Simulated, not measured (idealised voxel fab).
Module name: voxel trench capacitor (process module)
The figure presents cross-section cut, which has a width of 165 nm and is divided into square cells with an edge length of 5 nm.
Cross-section spec: square-cell grid; bands listed top down; each band is one or more rows. Basically the band line says how high the top is and how high the bottom is, in nm, and then what's in it from left to right, every material with its width in nm. Empty space shows up as "empty", and if a single material carries "edge to edge" it runs the full band edge to edge. Convention: height 0 is the level below which the wafer, as received, is all one material. The lowest band does not terminate at the bottom but continues downward, represented as "z 0 and below". The width entry "30->40" should be interpreted row by row: the top row of cells in the band takes the first number, the bottom row takes the second number, and the change between adjacent rows is uniform throughout. No cell of the cross-section changed in a step that is given as "nothing got changed". The entry "Voids, sealed" lists the empty spaces that cover at least 8 cells and have no open path to the top. Each is written as width x height at distance, where the distance is measured from the left edge and all three values are in nm. That trailing text on a step's line, after the settings, is the simulator's own remark on the step. A step line may carry the setting "overlay nm", which, for steps involving a mask, states the distance by which the mask lay to the right of its intended position; negative values denote displacement to the left.
Listed below are the process steps as planned
- 1: RECEIVE, material Si
- 2: CONFORMAL_DEP, material SiN, thk nm 10
- 3: MASKED_ETCH, tone open, mask id TRENCH, width nm 30, pitch nm 60, etch materials SiN, depth nm 10, overlay nm 0
- 4: MASKED_ETCH, tone open, mask id TRENCH, width nm 30, pitch nm 60, etch materials Si, depth nm 35, overlay nm 0
- 5: CONFORMAL_DEP, material Al2O3, thk nm 5
- 6: CONFORMAL_DEP, material TiN, thk nm 5
- 7: FILL_DEP, material W, thk nm 10
- 8: CMP, height nm 10
Delivered wafer in cross-section: state after step 1
    z 0 and below | Si edge to edge
    Voids, sealed: none
Cross-sectional result after module completion. Note: starting condition and plan are unchanged from above; one processing mistake was made
    z 10 to 5 | TiN 30 / Al2O3 5 / SiN 30 / Al2O3 5 / TiN 20 / Al2O3 5 / SiN 30 / Al2O3 5 / TiN 35
    z 5 to 0 | Al2O3 35 / SiN 30 / Al2O3 30 / SiN 30 / Al2O3 40
    z 0 and below | Si edge to edge
    Voids, sealed: none
Heads up, the wafer didn't run the way we planned it: step 3 ran as: MASKED_ETCH, tone cover, mask id TRENCH, width nm 30, pitch nm 60, etch materials SiN, depth nm 10, overlay nm 0
